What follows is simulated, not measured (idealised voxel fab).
process module | voxel spacer lines
cross-section cut | 150 nm wide | cells 5 nm
A cross-section is a grid of square cells, given in bands from the top down. A band is one or more rows of cells.
Each band's line starts with the height of the band's top and of its bottom, in nm. Then come its materials from left to right, each with its width in nm. One material with "throughout" fills the band from edge to edge. "air" is empty space.
Height 0 is the level under which the wafer as received is all one material. The lowest band goes on downwards, as in "0 down".
A width such as "30 to 40" changes by the same amount from each row of cells to the next, from the band's top row to its bottom row.
"no change" after a step means that no cell of the cross-section changed.
closed voids: empty space of 8 cells or more with no open way to the top, each as width x height at its distance from the left edge, in nm
after a step's settings: what the simulator itself notes on the step
overlay nm, on a step with a mask: how far to the right of its planned place the mask lay; to the left if negative
plan
1 op RECEIVE | material Si
2 op CONFORMAL_DEP | material Al2O3 | thk nm 5
3 op DIRECTIONAL_DEP | material SiN | thk nm 10
4 op DIRECTIONAL_DEP | material polySi | thk nm 25
5 op PATTERN | tone cover | mask id MANDREL | material resist | width nm 15 | pitch nm 60 | thk nm 30 | overlay nm 0
6 op DIRECTIONAL_ETCH | etch materials polySi | depth nm 25
7 op STRIP | etch materials resist
8 op CONFORMAL_DEP | material SiO2 | thk nm 15
9 op DIRECTIONAL_ETCH | etch materials SiO2 | depth nm 15
10 op STRIP | etch materials polySi
11 op DIRECTIONAL_ETCH | etch materials SiN | depth nm 10
12 op STRIP | etch materials SiO2
13 op FILL_DEP | material SiO2 | thk nm 10
14 op CMP | height nm 20
varied across the wafers: thk nm of step 2. The plan shows the first wafer's value. All wafers start alike
first wafer as received, after step 1
  0 down: Si throughout
  closed voids: none
each wafer at the end: cells of each material gained (+) or lost (-) since it was received, then its closed voids
thk nm 5 | +30 Al2O3 | +24 SiN | +66 SiO2 | closed voids: none
thk nm 10 | +60 Al2O3 | +24 SiN | +36 SiO2 | closed voids: none
thk nm 15 | +90 Al2O3 | +12 SiN | +18 SiO2 | closed voids: none
thk nm 20 | +120 Al2O3 | closed voids: none
thk nm 25 | +120 Al2O3 | closed voids: none
